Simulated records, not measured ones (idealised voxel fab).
process module | voxel plated lines
cross-section cut | 215 nm wide | cells 5 nm
A cross-section is a grid of square cells, given in bands from the top down. A band is one or more rows of cells.
Each band's line starts with the height of the band's top and of its bottom, in nm. Then come its materials from left to right, each with its width in nm. One material with "throughout" fills the band from edge to edge. "air" is empty space.
Height 0 is the level under which the wafer as received is all one material. The lowest band goes on downwards, as in "0 down".
A width such as "30 to 40" changes by the same amount from each row of cells to the next, from the band's top row to its bottom row.
"no change" after a step means that no cell of the cross-section changed.
closed voids: empty space of 8 cells or more with no open way to the top, each as width x height at its distance from the left edge, in nm
after a step's settings: what the simulator itself notes on the step
overlay nm, on a step with a mask: how far to the right of its planned place the mask lay; to the left if negative
plan
1 op RECEIVE | material Si
2 op CONFORMAL_DEP | material Al2O3 | thk nm 5
3 op DIRECTIONAL_DEP | material TiN | thk nm 5
4 op PATTERN | tone open | mask id LINES | material resist | width nm 25 | pitch nm 50 | thk nm 30 | overlay nm 0
5 op EPI | material Ru | thk nm 5
6 op EPI | material Ru | thk nm 5
7 op STRIP | etch materials resist
8 op DIRECTIONAL_ETCH | etch materials TiN | depth nm 5
9 op CONFORMAL_DEP | material SiO2 | thk nm 10
first wafer, as planned
as received, after step 1
  0 down: Si throughout
  closed voids: none
after step 2
  5 to 0: Al2O3 throughout
  below 0: unchanged
after step 3
  10 to 5: TiN throughout
  below 5: unchanged
after step 4
  40 to 10: resist 70 | air 25 | resist 25 | air 25 | resist 70
  below 10: unchanged
after step 5
  40 to 15: resist 70 | air 25 | resist 25 | air 25 | resist 70
  15 to 10: resist 70 | Ru 25 | resist 25 | Ru 25 | resist 70
  below 10: unchanged
after step 6
  40 to 20: resist 70 | air 25 | resist 25 | air 25 | resist 70
  20 to 10: resist 70 | Ru 25 | resist 25 | Ru 25 | resist 70
  below 10: unchanged
after step 7
  20 to 10: air 70 | Ru 25 | air 25 | Ru 25 | air 70
  below 10: unchanged
after step 8
  20 to 10: air 70 | Ru 25 | air 25 | Ru 25 | air 70
  10 to 5: air 70 | TiN 25 | air 25 | TiN 25 | air 70
  below 5: unchanged
after step 9
  30 to 20: air 60 | SiO2 45 | air 5 | SiO2 45 | air 60
  20 to 15: air 60 | SiO2 10 | Ru 25 | SiO2 10 | air 5 | SiO2 10 | Ru 25 | SiO2 10 | air 60
  15 to 10: SiO2 70 | Ru 25 | SiO2 25 | Ru 25 | SiO2 70
  10 to 5: SiO2 70 | TiN 25 | SiO2 25 | TiN 25 | SiO2 70
  below 5: unchanged
second wafer: like start, like plan, one mistake. Through step 1 it matches the first wafer
when step 2 should have ended
  5 to 0: TiN throughout
  below 0: unchanged
when step 3 should have ended
  10 to 5: Al2O3 throughout
  below 5: unchanged
when step 4 should have ended
  40 to 10: resist 70 | air 25 | resist 25 | air 25 | resist 70
  below 10: unchanged
when step 5 should have ended: no change
when step 6 should have ended: no change
when step 7 should have ended
  10 to 5: Al2O3 throughout
  below 5: unchanged
when step 8 should have ended: no change
when step 9 should have ended
  20 to 10: SiO2 throughout
  below 10: unchanged
what went wrong: steps 2 and 3 were swapped
at the end the second wafer has, in cells: 20 fewer of Ru | 24 fewer of SiO2 | 33 more of TiN
